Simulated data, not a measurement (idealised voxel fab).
Process module in this document: voxel self aligned vias
Section shown: cut. Width: 280 nm. Cell size: 5 nm, square.
A cross-section in this document is a grid of square cells, and it is written down as bands, the top band listed before the ones below it; a band is made up of one or more rows of cells. Band: top and bottom heights (nm) first, top before bottom; then materials from left to right, widths in nm. "full width" marks a sole material filling the band edge to edge. "air" denotes empty space. Beneath 0, the wafer as received is one material, and that level is where height counting begins. The lowest band goes on downward without a bottom; it is written like "z 0 and below". The width entry "30->40" should be interpreted row by row: the top row of cells in the band takes the first number, the bottom row takes the second number, and the change between adjacent rows is uniform throughout. You'll sometimes find "everything unchanged" written for a step, and that's the way of saying that nowhere in the cross-section did a cell change during that step. Closed-off voids of 8+ cells (no open route to the top) go in "Voids, fully enclosed", written width x height at distance from the left edge, in nm. On each step's line, the part that comes after the settings is the simulator's own comment on the step. Steps that use a mask can have "overlay nm" on their line. It says how far the mask sat to the right of where it was meant to be. Negative means to the left.
-- Process steps foreseen in the plan
1) RECEIVE with material Si
2) CONFORMAL_DEP with material SiO2, thk nm 10
3) CONFORMAL_DEP with material SiCN, thk nm 5
4) DIRECTIONAL_DEP with material SiO2, thk nm 30
5) MASKED_ETCH with tone open, mask id LINES, width nm 25, pitch nm 75, etch materials SiO2, depth nm 30, overlay nm 0
6) CONFORMAL_DEP with material TiN, thk nm 5
7) FILL_DEP with material W, thk nm 10
8) CMP with height nm 45
9) SELECTIVE_ETCH with etch materials W Ru TiN, depth nm 5
10) FILL_DEP with material SiN, thk nm 10
11) CMP with height nm 45
12) DIRECTIONAL_DEP with material SiO2, thk nm 15
13) PATTERN with tone open, mask id VIAS, material resist, width nm 45, thk nm 20, overlay nm 0
14) DIRECTIONAL_ETCH with etch materials SiO2, depth nm 15
15) DIRECTIONAL_ETCH with etch materials SiN, depth nm 5
16) STRIP with etch materials resist
17) CONFORMAL_DEP with material TiN, thk nm 5
18) FILL_DEP with material Cu, thk nm 10
19) CMP with height nm 60
20) CONFORMAL_DEP with material SiCN, thk nm 5
-- Cross-section, incoming material, after step 1
> z 0 and below = Si full width
> Voids, fully enclosed: none
-- First of two wafers, end-of-module section, run followed plan
> z 65 to 60 = SiCN full width
> z 60 to 50 = SiO2 80 nm / TiN 5 nm / Cu 35 nm / TiN 5 nm / SiO2 155 nm
> z 50 to 45 = SiO2 80 nm / TiN 15 nm / Cu 15 nm / TiN 15 nm / SiO2 155 nm
> z 45 to 40 = SiO2 90 nm / TiN 25 nm / SiO2 50 nm / SiN 25 nm / SiO2 90 nm
> z 40 to 20 = SiO2 90 nm / TiN 5 nm / W 15 nm / TiN 5 nm / SiO2 50 nm / TiN 5 nm / W 15 nm / TiN 5 nm / SiO2 90 nm
> z 20 to 15 = SiO2 90 nm / TiN 25 nm / SiO2 50 nm / TiN 25 nm / SiO2 90 nm
> z 15 to 10 = SiCN full width
> z 10 to 0 = SiO2 full width
> z 0 and below = Si full width
> Voids, fully enclosed: none
-- Presented here is a cross-section of the second of the two wafers as it stood at the end of the module. It was started in the same manner and assigned the same plan as the first wafer; however, one mistake was made in its execution
> z 65 to 60 = SiCN full width
> z 60 to 50 = SiO2 70 nm / TiN 5 nm / Cu 35 nm / TiN 5 nm / SiO2 165 nm
> z 50 to 45 = SiO2 70 nm / TiN 25 nm / Cu 15 nm / TiN 5 nm / SiO2 165 nm
> z 45 to 40 = SiO2 90 nm / TiN 25 nm / SiO2 50 nm / SiN 25 nm / SiO2 90 nm
> z 40 to 20 = SiO2 90 nm / TiN 5 nm / W 15 nm / TiN 5 nm / SiO2 50 nm / TiN 5 nm / W 15 nm / TiN 5 nm / SiO2 90 nm
> z 20 to 15 = SiO2 90 nm / TiN 25 nm / SiO2 50 nm / TiN 25 nm / SiO2 90 nm
> z 15 to 10 = SiCN full width
> z 10 to 0 = SiO2 full width
> z 0 and below = Si full width
> Voids, fully enclosed: none
Which mistake was made when the wafer was run? contrary to plan, step 13 was performed as PATTERN with tone open, mask id VIAS, material resist, width nm 45, thk nm 20, overlay nm -10
Comparing end states, the material composition by cell count is preserved from the first wafer to the second, while the locations of the cells are not.
